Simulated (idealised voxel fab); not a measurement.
process module | voxel self aligned vias
cross-section cut | 285 nm wide | cells 5 nm
A cross-section is a grid of square cells, given in bands from the top down. A band is one or more rows of cells.
Each band's line starts with the height of the band's top and of its bottom, in nm. Then come its materials from left to right, each with its width in nm. One material with "throughout" fills the band from edge to edge. "air" is empty space.
Height 0 is the level under which the wafer as received is all one material. The lowest band goes on downwards, as in "0 down".
A width such as "30 to 40" changes by the same amount from each row of cells to the next, from the band's top row to its bottom row.
"no change" after a step means that no cell of the cross-section changed.
closed voids: empty space of 8 cells or more with no open way to the top, each as width x height at its distance from the left edge, in nm
after a step's settings: what the simulator itself notes on the step
overlay nm, on a step with a mask: how far to the right of its planned place the mask lay; to the left if negative
plan
1 op RECEIVE | material Si
2 op CONFORMAL_DEP | material SiO2 | thk nm 10
3 op CONFORMAL_DEP | material SiCN | thk nm 5
4 op DIRECTIONAL_DEP | material SiO2 | thk nm 30
5 op PATTERN | tone open | mask id LINES | material resist | width nm 30 | pitch nm 60 | thk nm 15 | overlay nm 0
6 op DIRECTIONAL_ETCH | etch materials SiO2 | depth nm 30
7 op STRIP | etch materials resist
8 op CONFORMAL_DEP | material TiN | thk nm 5
9 op FILL_DEP | material W | thk nm 5
10 op CMP | height nm 45
11 op SELECTIVE_ETCH | etch materials W Ru TiN | depth nm 10
12 op FILL_DEP | material SiN | thk nm 5
13 op CMP | height nm 45
14 op DIRECTIONAL_DEP | material SiO2 | thk nm 15
15 op MASKED_ETCH | tone open | mask id VIAS | width nm 40 | pitch nm 60 | etch materials SiO2 | depth nm 15 | overlay nm 0
16 op MASKED_ETCH | tone open | mask id VIAS | width nm 40 | pitch nm 60 | etch materials SiN | depth nm 10 | overlay nm 0
17 op CONFORMAL_DEP | material TiN | thk nm 5
18 op FILL_DEP | material W | thk nm 10
19 op CMP | height nm 60
20 op CONFORMAL_DEP | material SiCN | thk nm 5
as received, after step 1
  0 down: Si throughout
  closed voids: none
a wafer at the end: this start, this plan, one mistake
  65 to 60: SiCN throughout
  60 to 45: SiO2 90 | TiN 5 | W 30 | TiN 5 | SiO2 20 | TiN 5 | W 30 | TiN 5 | SiO2 95
  45 to 40: SiO2 90 | TiN 10 | W 20 | TiN 10 | SiO2 20 | TiN 10 | W 20 | TiN 10 | SiO2 95
  40 to 35: SiO2 95 | TiN 30 | SiO2 30 | TiN 30 | SiO2 100
  35 to 20: SiO2 95 | TiN 5 | W 20 | TiN 5 | SiO2 30 | TiN 5 | W 20 | TiN 5 | SiO2 100
  20 to 15: SiO2 95 | TiN 30 | SiO2 30 | TiN 30 | SiO2 100
  15 to 10: SiCN throughout
  10 to 0: SiO2 throughout
  0 down: Si throughout
  closed voids: none
what went wrong: step 15 ran as: op MASKED_ETCH | tone open | mask id VIAS | width nm 40 | pitch nm 60 | etch materials SiO2 | depth nm 20 | overlay nm 0
